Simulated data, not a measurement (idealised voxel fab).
voxel transistor to metal: a process module
Square cells of 5 nm make up the cross-section cut, whose width is 175 nm.
Heads up, the way a cross-section reads in here is a grid of square cells, handed over as bands from the top down, with every band being one or more rows of cells.
What a band's entry tells you: where the top is and where the bottom is, as heights in nm, and after that what lies inside, material by material from left to right, each with its width in nm. Empty space is written as the word "empty", and a single material marked with the word "throughout" occupies the band from edge to edge.
Zero point of the height axis is 0; under it, received wafer = one material. Lowest band: continues down indefinitely, "0 down".
A width such as "30..40" changes by the same amount from each row of cells to the next, from the band's top row to its bottom row.
It should be understood that the words "nothing changed", when stated for a given step, signify that the cross-section underwent no change in any of its cells during that step.
Entry "Cavities, sealed" = empty spaces >= 8 cells with no open way to the top; each as width x height at distance, distance from left edge, all nm.
Step line, after settings: the simulator's comment on this step.
A step's line can hold "overlay nm"; with a mask on that step, the setting says how far right of the planned place the mask lay, while a negative setting says it lay to the left.
Heads up before you read on: it's before/after pairs around one process step each, after side only down to the lowest band that changed, step plus settings under the pair. Pairs can be from different runs of this module, same starting wafer, so only chain a pair onto the one above if its "Pre-step cross-section" entry says so.

Pre-step cross-section:
	40 to 35  SiCN (25), empty (125), SiCN (25)
	35 to 30  SiCN throughout
	30 to 25  HfO2 (25), SiCN (125), HfO2 (25)
	25 to 5  HfO2 throughout
	5 to 0  SiO2 (25), HfO2 (125), SiO2 (25)
	0 to -5  SiO2 throughout
	-5 to -30  SiO2 (30), Si (115), SiO2 (30)
	-30 down  Si throughout
	Cavities, sealed: none

Post-Step Section View:
	55 to 50  aC (25), empty (125), aC (25)
	50 to 40  aC throughout
	40 to 35  SiCN (25), aC (125), SiCN (25)
	Rest of section, below 35: as before.
	Cavities, sealed: none
The two cross-sections above are separated by a single process step, namely DIRECTIONAL_DEP, material aC, thk nm 15

Pre-step cross-section: no separate figure, the pair right above already shows it after its step.

Post-Step Section View:
	85 to 55  empty (75), resist (25), empty (75)
	55 to 50  aC (25), empty (50), resist (25), empty (50), aC (25)
	Rest of section, below 50: as before.
	Cavities, sealed: none
The two cross-sections above are separated by a single process step, namely PATTERN, tone cover, mask id GATE, material resist, width nm 25, thk nm 30, overlay nm 0

Pre-step cross-section: no separate figure, the pair right above already shows it after its step.

Post-Step Section View:
	70 to 50  empty (75), resist (25), empty (75)
	50 to 40  empty (75), aC (25), empty (75)
	40 to 35  SiCN (25), empty (50), aC (25), empty (50), SiCN (25)
	Rest of section, below 35: as before.
	Cavities, sealed: none
The two cross-sections above are separated by a single process step, namely DIRECTIONAL_ETCH, etch materials aC, depth nm 15

Pre-step cross-section: no separate figure, the pair right above already shows it after its step.

Post-Step Section View:
	50 to 40  empty (75), aC (25), empty (75)
	Rest of section, below 40: as before.
	Cavities, sealed: none
The two cross-sections above are separated by a single process step, namely STRIP, etch materials resist

Pre-step cross-section: no separate figure, the pair right above already shows it after its step.

Post-Step Section View:
	50 to 35  empty (75), aC (25), empty (75)
	35 to 30  empty (75), SiCN (25), empty (75)
	30 to 25  HfO2 (25), empty (50), SiCN (25), empty (50), HfO2 (25)
	Rest of section, below 25: as before.
	Cavities, sealed: none
The two cross-sections above are separated by a single process step, namely DIRECTIONAL_ETCH, etch materials SiCN, depth nm 20

Pre-step cross-section: no separate figure, the pair right above already shows it after its step.

Post-Step Section View:
	35 to 30  empty (75), SiCN (25), empty (75)
	Rest of section, below 30: as before.
	Cavities, sealed: none
The two cross-sections above are separated by a single process step, namely STRIP, etch materials aC

Pre-step cross-section: no separate figure, the pair right above already shows it after its step.

Post-Step Section View:
	40 to 35  empty (70), SiO2 (35), empty (70)
	35 to 30  SiO2 (30), empty (40), SiO2 (5), SiCN (25), SiO2 (5), empty (40), SiO2 (30)
	30 to 25  HfO2 (25), SiO2 (50), SiCN (25), SiO2 (50), HfO2 (25)
	Rest of section, below 25: as before.
	Cavities, sealed: none
The two cross-sections above are separated by a single process step, namely CONFORMAL_DEP, material SiO2, thk nm 5

Pre-step cross-section: no separate figure, the pair right above already shows it after its step.

Post-Step Section View:
	35 to 30  empty (70), SiO2 (5), SiCN (25), SiO2 (5), empty (70)
	30 to 25  HfO2 (25), SiO2 (5), empty (40), SiO2 (5), SiCN (25), SiO2 (5), empty (40), SiO2 (5), HfO2 (25)
	Rest of section, below 25: as before.
	Cavities, sealed: none
The two cross-sections above are separated by a single process step, namely DIRECTIONAL_ETCH, etch materials SiO2, depth nm 5

Pre-step cross-section: no separate figure, the pair right above already shows it after its step.

Post-Step Section View:
	45 to 40  empty (60), SiN (55), empty (60)
	40 to 35  SiN (40), empty (20), SiN (55), empty (20), SiN (40)
	35 to 30  SiN (70), SiO2 (5), SiCN (25), SiO2 (5), SiN (70)
	30 to 25  HfO2 (25), SiO2 (5), SiN (40), SiO2 (5), SiCN (25), SiO2 (5), SiN (40), SiO2 (5), HfO2 (25)
	Rest of section, below 25: as before.
	Cavities, sealed: none
The two cross-sections above are separated by a single process step, namely CONFORMAL_DEP, material SiN, thk nm 10

Pre-step cross-section: no separate figure, the pair right above already shows it after its step.

Post-Step Section View:
	35 to 30  empty (60), SiN (10), SiO2 (5), SiCN (25), SiO2 (5), SiN (10), empty (60)
	30 to 25  HfO2 (25), SiO2 (5), SiN (10), empty (20), SiN (10), SiO2 (5), SiCN (25), SiO2 (5), SiN (10), empty (20), SiN (10), SiO2 (5), HfO2 (25)
	Rest of section, below 25: as before.
	Cavities, sealed: none
The two cross-sections above are separated by a single process step, namely DIRECTIONAL_ETCH, etch materials SiN, depth nm 10

Pre-step cross-section: no separate figure, the pair right above already shows it after its step.

Post-Step Section View:
	35 to 30  empty (60), SiN (10), empty (5), SiCN (25), empty (5), SiN (10), empty (60)
	30 to 25  HfO2 (25), empty (5), SiN (10), empty (20), SiN (10), SiO2 (5), SiCN (25), SiO2 (5), SiN (10), empty (20), SiN (10), empty (5), HfO2 (25)
	Rest of section, below 25: as before.
	Cavities, sealed: none
The two cross-sections above are separated by a single process step, namely DIRECTIONAL_ETCH, etch materials SiO2, depth nm 5

Pre-step cross-section: no separate figure, the pair right above already shows it after its step.

Post-Step Section View:
	40 to 35  SiO2 throughout
	35 to 30  SiO2 (60), SiN (10), SiO2 (5), SiCN (25), SiO2 (5), SiN (10), SiO2 (60)
	30 to 25  HfO2 (25), SiO2 (5), SiN (10), SiO2 (20), SiN (10), SiO2 (5), SiCN (25), SiO2 (5), SiN (10), SiO2 (20), SiN (10), SiO2 (5), HfO2 (25)
	Rest of section, below 25: as before.
	Cavities, sealed: none
The two cross-sections above are separated by a single process step, namely FILL_DEP, material SiO2, thk nm 5

Pre-step cross-section: no separate figure, the pair right above already shows it after its step.

Post-Step Section View:
	25 to 5  HfO2 throughout
	Rest of section, below 5: as before.
	Cavities, sealed: none
The two cross-sections above are separated by a single process step, namely CMP, height nm 25

Pre-step cross-section: no separate figure, the pair right above already shows it after its step.

Post-Step Section View:
	30 to 5  HfO2 throughout
	Rest of section, below 5: as before.
	Cavities, sealed: none
The two cross-sections above are separated by a single process step, namely CONFORMAL_DEP, material HfO2, thk nm 5

Pre-step cross-section: no separate figure, the pair right above already shows it after its step.

Post-Step Section View:
	35 to 30  TiN throughout
	Rest of section, below 30: as before.
	Cavities, sealed: none
The two cross-sections above are separated by a single process step, namely CONFORMAL_DEP, material TiN, thk nm 5

Pre-step cross-section: no separate figure, the pair right above already shows it after its step.

Post-Step Section View:
	40 to 35  W throughout
	Rest of section, below 35: as before.
	Cavities, sealed: none
The two cross-sections above are separated by a single process step, namely FILL_DEP, material W, thk nm 5

Pre-step cross-section: no separate figure, the pair right above already shows it after its step.

Post-Step Section View:
	20 to 5  HfO2 throughout
	Rest of section, below 5: as before.
	Cavities, sealed: none
The two cross-sections above are separated by a single process step, namely CMP, height nm 20

Pre-step cross-section: no separate figure, the pair right above already shows it after its step.

Post-Step Section View:
	35 to 20  SiO2 throughout
	Rest of section, below 20: as before.
	Cavities, sealed: none
The two cross-sections above are separated by a single process step, namely DIRECTIONAL_DEP, material SiO2, thk nm 15

Pre-step cross-section: no separate figure, the pair right above already shows it after its step.

Post-Step Section View:
	45 to 35  aC throughout
	Rest of section, below 35: as before.
	Cavities, sealed: none
The two cross-sections above are separated by a single process step, namely DIRECTIONAL_DEP, material aC, thk nm 10

Pre-step cross-section: no separate figure, the pair right above already shows it after its step.

Post-Step Section View:
	70 to 45  resist (40), empty (15), resist (65), empty (15), resist (40)
	Rest of section, below 45: as before.
	Cavities, sealed: none
The two cross-sections above are separated by a single process step, namely PATTERN, tone open, mask id CONTACT, material resist, width nm 15, pitch nm 80, thk nm 25, overlay nm 0

Pre-step cross-section: no separate figure, the pair right above already shows it after its step.

Post-Step Section View:
	60 to 45  resist (40), empty (15), resist (65), empty (15), resist (40)
	45 to 35  aC (40), empty (15), aC (65), empty (15), aC (40)
	Rest of section, below 35: as before.
	Cavities, sealed: none
The two cross-sections above are separated by a single process step, namely DIRECTIONAL_ETCH, etch materials aC, depth nm 10

Pre-step cross-section: no separate figure, the pair right above already shows it after its step.

Post-Step Section View:
	45 to 35  aC (40), empty (15), aC (65), empty (15), aC (40)
	Rest of section, below 35: as before.
	Cavities, sealed: none
The two cross-sections above are separated by a single process step, namely STRIP, etch materials resist

Pre-step cross-section: no separate figure, the pair right above already shows it after its step.

Post-Step Section View:
	45 to 35  aC (40), empty (15), aC (65), empty (15), aC (40)
	35 to 20  SiO2 (40), empty (15), SiO2 (65), empty (15), SiO2 (40)
	Rest of section, below 20: as before.
	Cavities, sealed: none
The two cross-sections above are separated by a single process step, namely DIRECTIONAL_ETCH, etch materials SiO2, depth nm 35

Pre-step cross-section: no separate figure, the pair right above already shows it after its step.

Post-Step Section View:
	35 to 20  SiO2 (40), empty (15), SiO2 (65), empty (15), SiO2 (40)
	Rest of section, below 20: as before.
	Cavities, sealed: none
The two cross-sections above are separated by a single process step, namely STRIP, etch materials aC

Pre-step cross-section: no separate figure, the pair right above already shows it after its step.

Post-Step Section View:
	40 to 35  TiN (45), empty (5), TiN (75), empty (5), TiN (45)
	35 to 25  SiO2 (40), TiN (5), empty (5), TiN (5), SiO2 (65), TiN (5), empty (5), TiN (5), SiO2 (40)
	25 to 20  SiO2 (40), TiN (15), SiO2 (65), TiN (15), SiO2 (40)
	Rest of section, below 20: as before.
	Cavities, sealed: none
The two cross-sections above are separated by a single process step, namely CONFORMAL_DEP, material TiN, thk nm 5

Pre-step cross-section: no separate figure, the pair right above already shows it after its step.

Post-Step Section View:
	45 to 40  Ru throughout
	40 to 35  TiN (45), Ru (5), TiN (75), Ru (5), TiN (45)
	35 to 25  SiO2 (40), TiN (5), Ru (5), TiN (5), SiO2 (65), TiN (5), Ru (5), TiN (5), SiO2 (40)
	Rest of section, below 25: as before.
	Cavities, sealed: none
The two cross-sections above are separated by a single process step, namely FILL_DEP, material Ru, thk nm 5

Pre-step cross-section: no separate figure, the pair right above already shows it after its step.

Post-Step Section View:
	35 to 25  SiO2 (40), TiN (5), Ru (5), TiN (5), SiO2 (65), TiN (5), Ru (5), TiN (5), SiO2 (40)
	Rest of section, below 25: as before.
	Cavities, sealed: none
The two cross-sections above are separated by a single process step, namely CMP, height nm 35

Pre-step cross-section: no separate figure, the pair right above already shows it after its step.

Post-Step Section View:
	40 to 35  SiN throughout
	Rest of section, below 35: as before.
	Cavities, sealed: none
The two cross-sections above are separated by a single process step, namely CONFORMAL_DEP, material SiN, thk nm 5

Pre-step cross-section: no separate figure, the pair right above already shows it after its step.

Post-Step Section View:
	55 to 40  SiO2 throughout
	Rest of section, below 40: as before.
	Cavities, sealed: none
The two cross-sections above are separated by a single process step, namely DIRECTIONAL_DEP, material SiO2, thk nm 15

Pre-step cross-section: no separate figure, the pair right above already shows it after its step.

Post-Step Section View:
	55 to 40  SiO2 (40), empty (15), SiO2 (65), empty (15), SiO2 (40)
	Rest of section, below 40: as before.
	Cavities, sealed: none
The two cross-sections above are separated by a single process step, namely MASKED_ETCH, tone open, mask id METAL_1, width nm 15, pitch nm 80, etch materials SiO2, depth nm 15, overlay nm 0

Pre-step cross-section: no separate figure, the pair right above already shows it after its step.

Post-Step Section View:
	55 to 40  SiO2 (40), empty (15), SiO2 (65), empty (15), SiO2 (40)
	40 to 35  SiN (40), empty (15), SiN (65), empty (15), SiN (40)
	Rest of section, below 35: as before.
	Cavities, sealed: none
The two cross-sections above are separated by a single process step, namely MASKED_ETCH, tone open, mask id METAL_1, width nm 15, pitch nm 80, etch materials SiN, depth nm 5, overlay nm 0

Pre-step cross-section: no separate figure, the pair right above already shows it after its step.

Post-Step Section View:
	60 to 55  TiN (45), empty (5), TiN (75), empty (5), TiN (45)
	55 to 40  SiO2 (40), TiN (5), empty (5), TiN (5), SiO2 (65), TiN (5), empty (5), TiN (5), SiO2 (40)
	40 to 35  SiN (40), TiN (15), SiN (65), TiN (15), SiN (40)
	Rest of section, below 35: as before.
	Cavities, sealed: none
The two cross-sections above are separated by a single process step, namely CONFORMAL_DEP, material TiN, thk nm 5

Pre-step cross-section: no separate figure, the pair right above already shows it after its step.

Post-Step Section View:
	70 to 60  Cu throughout
	60 to 55  TiN (45), Cu (5), TiN (75), Cu (5), TiN (45)
	55 to 40  SiO2 (40), TiN (5), Cu (5), TiN (5), SiO2 (65), TiN (5), Cu (5), TiN (5), SiO2 (40)
	Rest of section, below 40: as before.
	Cavities, sealed: none
The two cross-sections above are separated by a single process step, namely FILL_DEP, material Cu, thk nm 10

Pre-step cross-section: no separate figure, the pair right above already shows it after its step.

Post-Step Section View:
	55 to 40  SiO2 (40), TiN (5), Cu (5), TiN (5), SiO2 (65), TiN (5), Cu (5), TiN (5), SiO2 (40)
	Rest of section, below 40: as before.
	Cavities, sealed: none
The two cross-sections above are separated by a single process step, namely CMP, height nm 55

Pre-step cross-section: no separate figure, the pair right above already shows it after its step.

Post-Step Section View:
	60 to 55  empty (35), Ru (25), empty (55), Ru (25), empty (35)
	Rest of section, below 55: as before.
	Cavities, sealed: none
The two cross-sections above are separated by a single process step, namely EPI, material Ru, thk nm 5

Pre-step cross-section: no separate figure, the pair right above already shows it after its step.

Post-Step Section View:
	65 to 60  SiCN throughout
	60 to 55  SiCN (35), Ru (25), SiCN (55), Ru (25), SiCN (35)
	Rest of section, below 55: as before.
	Cavities, sealed: none
The two cross-sections above are separated by a single process step, namely FILL_DEP, material SiCN, thk nm 5

Pre-step cross-section: no separate figure, the pair right above already shows it after its step.

Post-Step Section View:
	95 to 65  SiO2 throughout
	Rest of section, below 65: as before.
	Cavities, sealed: none
The two cross-sections above are separated by a single process step, namely DIRECTIONAL_DEP, material SiO2, thk nm 30

Pre-step cross-section: no separate figure, the pair right above already shows it after its step.

Post-Step Section View:
	95 to 75  SiO2 (40), empty (15), SiO2 (65), empty (15), SiO2 (40)
	Rest of section, below 75: as before.
	Cavities, sealed: none
The two cross-sections above are separated by a single process step, namely MASKED_ETCH, tone open, mask id METAL_2, width nm 15, pitch nm 80, etch materials SiO2, depth nm 20, overlay nm 0

Pre-step cross-section: no separate figure, the pair right above already shows it after its step.

Post-Step Section View:
	115 to 95  resist (40), empty (15), resist (65), empty (15), resist (40)
	Rest of section, below 95: as before.
	Cavities, sealed: none
The two cross-sections above are separated by a single process step, namely PATTERN, tone open, mask id METAL_2_HOLES, material resist, width nm 15, pitch nm 80, thk nm 20, overlay nm 0

Pre-step cross-section: no separate figure, the pair right above already shows it after its step.

Post-Step Section View:
	115 to 95  resist (40), empty (15), resist (65), empty (15), resist (40)
	95 to 65  SiO2 (40), empty (15), SiO2 (65), empty (15), SiO2 (40)
	Rest of section, below 65: as before.
	Cavities, sealed: none
The two cross-sections above are separated by a single process step, namely DIRECTIONAL_ETCH, etch materials SiO2, depth nm 10

Pre-step cross-section: no separate figure, the pair right above already shows it after its step.

Post-Step Section View:
	115 to 95  resist (40), empty (15), resist (65), empty (15), resist (40)
	95 to 65  SiO2 (40), empty (15), SiO2 (65), empty (15), SiO2 (40)
	65 to 60  SiCN (40), empty (15), SiCN (65), empty (15), SiCN (40)
	Rest of section, below 60: as before.
	Cavities, sealed: none
The two cross-sections above are separated by a single process step, namely DIRECTIONAL_ETCH, etch materials SiCN, depth nm 5

Pre-step cross-section: no separate figure, the pair right above already shows it after its step.

Post-Step Section View:
	95 to 65  SiO2 (40), empty (15), SiO2 (65), empty (15), SiO2 (40)
	Rest of section, below 65: as before.
	Cavities, sealed: none
The two cross-sections above are separated by a single process step, namely STRIP, etch materials resist

Pre-step cross-section: no separate figure, the pair right above already shows it after its step.

Post-Step Section View:
	100 to 95  TiN (45), empty (5), TiN (75), empty (5), TiN (45)
	95 to 65  SiO2 (40), TiN (5), empty (5), TiN (5), SiO2 (65), TiN (5), empty (5), TiN (5), SiO2 (40)
	65 to 60  SiCN (40), TiN (15), SiCN (65), TiN (15), SiCN (40)
	Rest of section, below 60: as before.
	Cavities, sealed: none
The two cross-sections above are separated by a single process step, namely CONFORMAL_DEP, material TiN, thk nm 5

Pre-step cross-section: no separate figure, the pair right above already shows it after its step.

Post-Step Section View:
	110 to 100  Cu throughout
	100 to 95  TiN (45), Cu (5), TiN (75), Cu (5), TiN (45)
	95 to 65  SiO2 (40), TiN (5), Cu (5), TiN (5), SiO2 (65), TiN (5), Cu (5), TiN (5), SiO2 (40)
	Rest of section, below 65: as before.
	Cavities, sealed: none
The two cross-sections above are separated by a single process step, namely FILL_DEP, material Cu, thk nm 10

Pre-step cross-section: no separate figure, the pair right above already shows it after its step.

Post-Step Section View:
	95 to 65  SiO2 (40), TiN (5), Cu (5), TiN (5), SiO2 (65), TiN (5), Cu (5), TiN (5), SiO2 (40)
	Rest of section, below 65: as before.
	Cavities, sealed: none
The two cross-sections above are separated by a single process step, namely CMP, height nm 95

Pre-step cross-section: no separate figure, the pair right above already shows it after its step.

Post-Step Section View:
	100 to 95  SiCN throughout
	Rest of section, below 95: as before.
	Cavities, sealed: none
The two cross-sections above are separated by a single process step, namely CONFORMAL_DEP, material SiCN, thk nm 5

Pre-step cross-section:
	55 to 50  aC (25), empty (125), aC (25)
	50 to 40  aC throughout
	40 to 35  SiCN (25), aC (125), SiCN (25)
	35 to 30  SiCN throughout
	30 to 25  polySi (25), SiCN (125), polySi (25)
	25 to 5  polySi throughout
	5 to 0  SiO2 (25), polySi (125), SiO2 (25)
	0 to -5  SiO2 throughout
	-5 to -30  SiO2 (30), Si (115), SiO2 (30)
	-30 down  Si throughout
	Cavities, sealed: none

Post-Step Section View:
	85 to 55  resist (75), empty (25), resist (75)
	55 to 50  aC (25), resist (50), empty (25), resist (50), aC (25)
	Rest of section, below 50: as before.
	Cavities, sealed: none
The two cross-sections above are separated by a single process step, namely PATTERN, tone open, mask id GATE, material resist, width nm 25, thk nm 30, overlay nm 0

Pre-step cross-section: no separate figure, the pair right above already shows it after its step.

Post-Step Section View:
	70 to 55  resist (75), empty (25), resist (75)
	55 to 50  aC (25), resist (50), empty (25), resist (50), aC (25)
	50 to 40  aC (75), empty (25), aC (75)
	40 to 35  SiCN (25), aC (50), empty (25), aC (50), SiCN (25)
	Rest of section, below 35: as before.
	Cavities, sealed: none
The two cross-sections above are separated by a single process step, namely DIRECTIONAL_ETCH, etch materials aC, depth nm 15

Pre-step cross-section: no separate figure, the pair right above already shows it after its step.

Post-Step Section View:
	55 to 50  aC (25), empty (125), aC (25)
	Rest of section, below 50: as before.
	Cavities, sealed: none
The two cross-sections above are separated by a single process step, namely STRIP, etch materials resist

Pre-step cross-section: no separate figure, the pair right above already shows it after its step.

Post-Step Section View:
	55 to 50  aC (25), empty (125), aC (25)
	50 to 40  aC (75), empty (25), aC (75)
	40 to 35  SiCN (25), aC (50), empty (25), aC (50), SiCN (25)
	35 to 30  SiCN (75), empty (25), SiCN (75)
	30 to 25  polySi (25), SiCN (50), empty (25), SiCN (50), polySi (25)
	Rest of section, below 25: as before.
	Cavities, sealed: none
The two cross-sections above are separated by a single process step, namely DIRECTIONAL_ETCH, etch materials SiCN, depth nm 20

Pre-step cross-section: no separate figure, the pair right above already shows it after its step.

Post-Step Section View:
	55 to 50  aC (25), empty (125), aC (25)
	50 to 40  aC (75), empty (25), aC (75)
	40 to 35  SiCN (25), aC (50), empty (25), aC (50), SiCN (25)
	35 to 30  SiCN (75), empty (25), SiCN (75)
	30 to 25  polySi (25), SiCN (50), empty (25), SiCN (50), polySi (25)
	25 to 5  polySi (75), empty (25), polySi (75)
	5 to 0  SiO2 (25), polySi (50), empty (25), polySi (50), SiO2 (25)
	Rest of section, below 0: as before.
	Cavities, sealed: none
The two cross-sections above are separated by a single process step, namely DIRECTIONAL_ETCH, etch materials polySi, depth nm 35

Pre-step cross-section: no separate figure, the pair right above already shows it after its step.

Post-Step Section View:
	40 to 30  SiCN (25..75), empty (125..25), SiCN (25..75)
	Rest of section, below 30: as before.
	Cavities, sealed: none
The two cross-sections above are separated by a single process step, namely STRIP, etch materials aC

Pre-step cross-section: no separate figure, the pair right above already shows it after its step.

Post-Step Section View:
	45 to 40  SiO2 (30), empty (115), SiO2 (30)
	40 to 30  SiCN (25..75), SiO2 (55..5), empty (15), SiO2 (55..5), SiCN (25..75)
	30 to 25  polySi (25), SiCN (50), SiO2 (5), empty (15), SiO2 (5), SiCN (50), polySi (25)
	25 to 5  polySi (75), SiO2 (5), empty (15), SiO2 (5), polySi (75)
	5 to 0  SiO2 (25), polySi (50), SiO2 (25), polySi (50), SiO2 (25)
	Rest of section, below 0: as before.
	Cavities, sealed: none
The two cross-sections above are separated by a single process step, namely CONFORMAL_DEP, material SiO2, thk nm 5

Pre-step cross-section: no separate figure, the pair right above already shows it after its step.

Post-Step Section View:
	40 to 30  SiCN (25..75), SiO2 (5), empty (115..15), SiO2 (5), SiCN (25..75)
	30 to 25  polySi (25), SiCN (50), SiO2 (5), empty (15), SiO2 (5), SiCN (50), polySi (25)
	25 to 5  polySi (75), SiO2 (5), empty (15), SiO2 (5), polySi (75)
	5 to 0  SiO2 (25), polySi (50), SiO2 (5), empty (15), SiO2 (5), polySi (50), SiO2 (25)
	Rest of section, below 0: as before.
	Cavities, sealed: none
The two cross-sections above are separated by a single process step, namely DIRECTIONAL_ETCH, etch materials SiO2, depth nm 5

Pre-step cross-section: no separate figure, the pair right above already shows it after its step.

Post-Step Section View:
	50 to 45  SiN (40), empty (95), SiN (40)
	45 to 40  SiN throughout
	40 to 30  SiCN (25..75), SiO2 (5), SiN (115..15), SiO2 (5), SiCN (25..75)
	30 to 25  polySi (25), SiCN (50), SiO2 (5), SiN (15), SiO2 (5), SiCN (50), polySi (25)
	25 to 5  polySi (75), SiO2 (5), SiN (15), SiO2 (5), polySi (75)
	5 to 0  SiO2 (25), polySi (50), SiO2 (5), SiN (15), SiO2 (5), polySi (50), SiO2 (25)
	Rest of section, below 0: as before.
	Cavities, sealed: none
The two cross-sections above are separated by a single process step, namely CONFORMAL_DEP, material SiN, thk nm 10

Pre-step cross-section: no separate figure, the pair right above already shows it after its step.

Post-Step Section View:
	40 to 35  SiCN (25), SiO2 (5), SiN (10), empty (95), SiN (10), SiO2 (5), SiCN (25)
	Rest of section, below 35: as before.
	Cavities, sealed: none
The two cross-sections above are separated by a single process step, namely DIRECTIONAL_ETCH, etch materials SiN, depth nm 10

Pre-step cross-section: no separate figure, the pair right above already shows it after its step.

Post-Step Section View:
	40 to 35  SiCN (25), empty (5), SiN (10), empty (95), SiN (10), empty (5), SiCN (25)
	35 to 30  SiCN (75), empty (5), SiN (15), empty (5), SiCN (75)
	Rest of section, below 30: as before.
	Cavities, sealed: none
The two cross-sections above are separated by a single process step, namely DIRECTIONAL_ETCH, etch materials SiO2, depth nm 5

Pre-step cross-section: no separate figure, the pair right above already shows it after its step.

Post-Step Section View:
	45 to 40  SiO2 throughout
	40 to 35  SiCN (25), SiO2 (5), SiN (10), SiO2 (95), SiN (10), SiO2 (5), SiCN (25)
	35 to 30  SiCN (75), SiO2 (5), SiN (15), SiO2 (5), SiCN (75)
	Rest of section, below 30: as before.
	Cavities, sealed: none
The two cross-sections above are separated by a single process step, namely FILL_DEP, material SiO2, thk nm 5

Pre-step cross-section: no separate figure, the pair right above already shows it after its step.

Post-Step Section View:
	25 to 5  polySi (75), SiO2 (5), SiN (15), SiO2 (5), polySi (75)
	Rest of section, below 5: as before.
	Cavities, sealed: none
The two cross-sections above are separated by a single process step, namely CMP, height nm 25

Pre-step cross-section: no separate figure, the pair right above already shows it after its step.

Post-Step Section View:
	25 to 5  empty (75), SiO2 (5), SiN (15), SiO2 (5), empty (75)
	5 to 0  SiO2 (25), empty (50), SiO2 (5), SiN (15), SiO2 (5), empty (50), SiO2 (25)
	Rest of section, below 0: as before.
	Cavities, sealed: none
The two cross-sections above are separated by a single process step, namely STRIP, etch materials polySi

Pre-step cross-section: no separate figure, the pair right above already shows it after its step.

Post-Step Section View:
	25 to 0  empty (80), SiN (15), empty (80)
	0 to -5  SiO2 (20), empty (60), SiO2 (15), empty (60), SiO2 (20)
	Rest of section, below -5: as before.
	Cavities, sealed: none
The two cross-sections above are separated by a single process step, namely SELECTIVE_ETCH, etch materials SiO2, depth nm 5

Pre-step cross-section: no separate figure, the pair right above already shows it after its step.

Post-Step Section View:
	30 to 25  empty (75), HfO2 (25), empty (75)
	25 to 5  empty (75), HfO2 (5), SiN (15), HfO2 (5), empty (75)
	5 to 0  HfO2 (25), empty (50), HfO2 (5), SiN (15), HfO2 (5), empty (50), HfO2 (25)
	0 to -5  SiO2 (20), HfO2 (60), SiO2 (15), HfO2 (60), SiO2 (20)
	Rest of section, below -5: as before.
	Cavities, sealed: none
The two cross-sections above are separated by a single process step, namely CONFORMAL_DEP, material HfO2, thk nm 5

Pre-step cross-section: no separate figure, the pair right above already shows it after its step.

Post-Step Section View:
	35 to 30  empty (70), TiN (35), empty (70)
	30 to 25  empty (70), TiN (5), HfO2 (25), TiN (5), empty (70)
	25 to 10  empty (70), TiN (5), HfO2 (5), SiN (15), HfO2 (5), TiN (5), empty (70)
	10 to 5  TiN (30), empty (40), TiN (5), HfO2 (5), SiN (15), HfO2 (5), TiN (5), empty (40), TiN (30)
	5 to 0  HfO2 (25), TiN (50), HfO2 (5), SiN (15), HfO2 (5), TiN (50), HfO2 (25)
	Rest of section, below 0: as before.
	Cavities, sealed: none
The two cross-sections above are separated by a single process step, namely CONFORMAL_DEP, material TiN, thk nm 5

Pre-step cross-section: no separate figure, the pair right above already shows it after its step.

Post-Step Section View:
	40 to 35  W throughout
	35 to 30  W (70), TiN (35), W (70)
	30 to 25  W (70), TiN (5), HfO2 (25), TiN (5), W (70)
	25 to 10  W (70), TiN (5), HfO2 (5), SiN (15), HfO2 (5), TiN (5), W (70)
	10 to 5  TiN (30), W (40), TiN (5), HfO2 (5), SiN (15), HfO2 (5), TiN (5), W (40), TiN (30)
	Rest of section, below 5: as before.
	Cavities, sealed: none
The two cross-sections above are separated by a single process step, namely FILL_DEP, material W, thk nm 5

Pre-step cross-section: no separate figure, the pair right above already shows it after its step.

Post-Step Section View:
	20 to 10  W (70), TiN (5), HfO2 (5), SiN (15), HfO2 (5), TiN (5), W (70)
	Rest of section, below 10: as before.
	Cavities, sealed: none
The two cross-sections above are separated by a single process step, namely CMP, height nm 20

Pre-step cross-section: no separate figure, the pair right above already shows it after its step.

Post-Step Section View:
	35 to 20  SiO2 throughout
	Rest of section, below 20: as before.
	Cavities, sealed: none
The two cross-sections above are separated by a single process step, namely DIRECTIONAL_DEP, material SiO2, thk nm 15

Pre-step cross-section: no separate figure, the pair right above already shows it after its step.

Post-Step Section View:
	45 to 35  aC throughout
	Rest of section, below 35: as before.
	Cavities, sealed: none
The two cross-sections above are separated by a single process step, namely DIRECTIONAL_DEP, material aC, thk nm 10

Pre-step cross-section: no separate figure, the pair right above already shows it after its step.

Post-Step Section View:
	70 to 45  resist (40), empty (15), resist (65), empty (15), resist (40)
	Rest of section, below 45: as before.
	Cavities, sealed: none
The two cross-sections above are separated by a single process step, namely PATTERN, tone open, mask id CONTACT, material resist, width nm 15, pitch nm 80, thk nm 25, overlay nm 0

Pre-step cross-section: no separate figure, the pair right above already shows it after its step.

Post-Step Section View:
	60 to 45  resist (40), empty (15), resist (65), empty (15), resist (40)
	45 to 35  aC (40), empty (15), aC (65), empty (15), aC (40)
	Rest of section, below 35: as before.
	Cavities, sealed: none
The two cross-sections above are separated by a single process step, namely DIRECTIONAL_ETCH, etch materials aC, depth nm 10

Pre-step cross-section: no separate figure, the pair right above already shows it after its step.

Post-Step Section View:
	45 to 35  aC (40), empty (15), aC (65), empty (15), aC (40)
	Rest of section, below 35: as before.
	Cavities, sealed: none
The two cross-sections above are separated by a single process step, namely STRIP, etch materials resist

Pre-step cross-section: no separate figure, the pair right above already shows it after its step.

Post-Step Section View:
	45 to 35  aC (40), empty (15), aC (65), empty (15), aC (40)
	35 to 20  SiO2 (40), empty (15), SiO2 (65), empty (15), SiO2 (40)
	Rest of section, below 20: as before.
	Cavities, sealed: none
The two cross-sections above are separated by a single process step, namely DIRECTIONAL_ETCH, etch materials SiO2, depth nm 35

Pre-step cross-section: no separate figure, the pair right above already shows it after its step.

Post-Step Section View:
	35 to 20  SiO2 (40), empty (15), SiO2 (65), empty (15), SiO2 (40)
	Rest of section, below 20: as before.
	Cavities, sealed: none
The two cross-sections above are separated by a single process step, namely STRIP, etch materials aC

Pre-step cross-section: no separate figure, the pair right above already shows it after its step.

Post-Step Section View:
	40 to 35  TiN (45), empty (5), TiN (75), empty (5), TiN (45)
	35 to 25  SiO2 (40), TiN (5), empty (5), TiN (5), SiO2 (65), TiN (5), empty (5), TiN (5), SiO2 (40)
	25 to 20  SiO2 (40), TiN (15), SiO2 (65), TiN (15), SiO2 (40)
	Rest of section, below 20: as before.
	Cavities, sealed: none
The two cross-sections above are separated by a single process step, namely CONFORMAL_DEP, material TiN, thk nm 5
